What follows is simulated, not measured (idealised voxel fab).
Process module under the name voxel capacitor over wiring
Cross-section cut: width 275 nm, square cells of 5 nm.
Think of the cross-section as a grid of square cells. We describe it in bands, top to bottom, and each band covers one or more rows of those cells. The band entry comprises the height of the band's top followed by the height of its bottom, expressed in nm, and subsequently the band's materials from left to right, each stated together with its width in nm. Where a single material is marked with the word "edge to edge", that material fills the band from edge to edge. The word "empty" represents empty space. The reference from which all heights are counted is 0, the level beneath which the as-received wafer is entirely one material; the lowest band, having no lower bound, proceeds downward and is written after the example "from 0 down". It should be noted that a width expressed as "30 to 40" varies in equal increments from row to row of cells within the band, taking the value of the first number at the top row and that of the second number at the bottom row. Reading "no modification" for a step: not a cell of the cross-section changed in it. The entry "Sealed-off cavities" lists the empty spaces that cover at least 8 cells and have no open path to the top. Each is written as width x height at distance, where the distance is measured from the left edge and all three values are in nm. On a step's line, text after the settings is the simulator commenting on that step. overlay nm: how far to the right of its planned place the mask lay on this masked step (negative: to the left). Pairs from here to the end. Each: cross-section before one process step, cross-section after it, the latter only as far down as the lowest band that changed. Under each: the step between, and its settings. Mind that the pairs may be taken from different runs of this module on the same starting wafer; whether a pair continues from the pair above depends on its entry headed "Before processing", and it does only where that entry says so.

Before processing
- from 70 to 65 = empty=110, TiN=45, empty=120
- from 65 to 60 = empty=110, SiN=45, empty=120
- from 60 to 55 = TiN=95, empty=15, TiN=165
- from 55 to 50 = TiN edge to edge
- from 50 to 45 = SiO2=95, SiN=15, SiO2=165
- from 45 to 40 = SiO2=95, TiN=15, SiO2=165
- from 40 to 35 = SiCN=95, TiN=15, SiCN=165
- from 35 to 15 = Cu=85, TiN=5, lowk=20, TiN=5, Cu=45, TiN=5, lowk=20, TiN=5, Cu=85
- from 15 to 10 = TiN=90, SiCN=20, TiN=55, SiCN=20, TiN=90
- from 10 to 0 = SiO2 edge to edge
- from 0 down = Si edge to edge
- Sealed-off cavities: none

Post-Step Appearance
- from 70 to 65 = empty=110, TiN=45, empty=120
- from 65 to 60 = empty=110, SiN=45, empty=120
- from 60 to 55 = empty=90, TiN=5, empty=15, TiN=50, empty=115
- from 55 to 50 = empty=90, TiN=70, empty=115
- Nothing below the height 50 has changed.
- Sealed-off cavities: none
Between the cross-sections above, the step performed was MASKED_ETCH [tone cover] [mask id LOWER_PLATE] [width nm 70] [etch materials TiN] [depth nm 10] [overlay nm 0]

Before processing: it's just the after picture from the pair right above this one.

Post-Step Appearance
- from 85 to 70 = SiO2 edge to edge
- from 70 to 65 = SiO2=110, TiN=45, SiO2=120
- from 65 to 60 = SiO2=110, SiN=45, SiO2=120
- from 60 to 55 = SiO2=90, TiN=5, SiO2=15, TiN=50, SiO2=115
- from 55 to 50 = SiO2=90, TiN=70, SiO2=115
- Nothing below the height 50 has changed.
- Sealed-off cavities: none
Between the cross-sections above, the step performed was FILL_DEP [material SiO2] [thk nm 15]

Before processing: it's just the after picture from the pair right above this one.

Post-Step Appearance
- from 80 to 70 = SiO2 edge to edge
- Nothing below the height 70 has changed.
- Sealed-off cavities: none
Between the cross-sections above, the step performed was CMP [height nm 80]

Before processing: it's just the after picture from the pair right above this one.

Post-Step Appearance
- from 80 to 70 = SiO2=105, empty=15, SiO2=155
- Nothing below the height 70 has changed.
- Sealed-off cavities: none
Between the cross-sections above, the step performed was MASKED_ETCH [tone open] [mask id PLUG_2] [width nm 15] [etch materials SiO2] [depth nm 10] [overlay nm 0]

Before processing: it's just the after picture from the pair right above this one.

Post-Step Appearance
- from 85 to 80 = TiN=110, empty=5, TiN=160
- from 80 to 75 = SiO2=105, TiN=5, empty=5, TiN=5, SiO2=155
- from 75 to 65 = SiO2=105 to 110, TiN=15 to 45, SiO2=155 to 120
- Nothing below the height 65 has changed.
- Sealed-off cavities: none
Between the cross-sections above, the step performed was CONFORMAL_DEP [material TiN] [thk nm 5]

Before processing: it's just the after picture from the pair right above this one.

Post-Step Appearance
- from 95 to 85 = W edge to edge
- from 85 to 80 = TiN=110, W=5, TiN=160
- from 80 to 75 = SiO2=105, TiN=5, W=5, TiN=5, SiO2=155
- Nothing below the height 75 has changed.
- Sealed-off cavities: none
Between the cross-sections above, the step performed was FILL_DEP [material W] [thk nm 10]

Before processing: it's just the after picture from the pair right above this one.

Post-Step Appearance
- from 80 to 75 = SiO2=105, TiN=5, W=5, TiN=5, SiO2=155
- Nothing below the height 75 has changed.
- Sealed-off cavities: none
Between the cross-sections above, the step performed was CMP [height nm 80]

Before processing: it's just the after picture from the pair right above this one.

Post-Step Appearance
- from 85 to 80 = SiCN edge to edge
- Nothing below the height 80 has changed.
- Sealed-off cavities: none
Between the cross-sections above, the step performed was CONFORMAL_DEP [material SiCN] [thk nm 5]
